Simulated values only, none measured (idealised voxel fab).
voxel spacer lines: a process module
Shown is cross-section cut, with a width of 175 nm and square cells of size 5 nm.
This document writes a cross-section as a grid whose cells are square, and gives it as bands, listed from the top down; one or more rows of cells form a band.
For a band, the entry starts with two heights in nm, that of the top and then that of the bottom, and carries on with the band's materials in order from left to right, each alongside its width in nm; the word "edge to edge" beside a single material means it fills the band edge to edge, and "blank" means empty space.
Beneath 0, the wafer as received is one material, and that level is where height counting begins. The lowest band goes on downward without a bottom; it is written like "0 and below".
Width: "30..40" (first number = top row, second number = bottom row, same change from row to row of cells).
A step reported as "nothing got changed" is a step in which no cell of the cross-section changed.
"Sealed-off cavities" specifies each empty space that is not open to the top and that occupies no fewer than 8 cells, using the form width x height at distance, the distance measured from the left edge and all three quantities in nm.
That trailing text on a step's line, after the settings, is the simulator's own remark on the step.
A step's line can hold "overlay nm"; with a mask on that step, the setting says how far right of the planned place the mask lay, while a negative setting says it lay to the left.

THE PROCESS STEPS THAT WERE PLANNED ARE LISTED BELOW
1 RECEIVE (material Si)
2 CONFORMAL_DEP (material Al2O3; thk nm 10)
3 DIRECTIONAL_DEP (material TiN; thk nm 10)
4 DIRECTIONAL_DEP (material aC; thk nm 30)
5 PATTERN (tone cover; mask id MANDREL; material resist; width nm 20; pitch nm 60; thk nm 40; overlay nm 0)
6 DIRECTIONAL_ETCH (etch materials aC; depth nm 30)
7 STRIP (etch materials resist)
8 CONFORMAL_DEP (material SiN; thk nm 10)
9 DIRECTIONAL_ETCH (etch materials SiN; depth nm 10)
10 STRIP (etch materials aC)
11 DIRECTIONAL_ETCH (etch materials TiN; depth nm 10)
12 STRIP (etch materials SiN)

CROSS-SECTION OF THE WAFER AS IT CAME TO US, I.E., ALREADY THROUGH STEP 1
- 0 and below  Si edge to edge
- Sealed-off cavities: none

WHAT THE WAFER LOOKS LIKE IN CROSS-SECTION AFTER THIS MODULE, WHEN IT STARTS AS SHOWN ABOVE AND FOLLOWS THE PLAN ABOVE BUT ONE MISTAKE IS MADE IN RUNNING IT
- 40 down to 10  aC edge to edge
- 10 down to 0  Al2O3 edge to edge
- 0 and below  Si edge to edge
- Sealed-off cavities: none
Deviation from plan: steps 3 and 4 traded places in the executed sequence
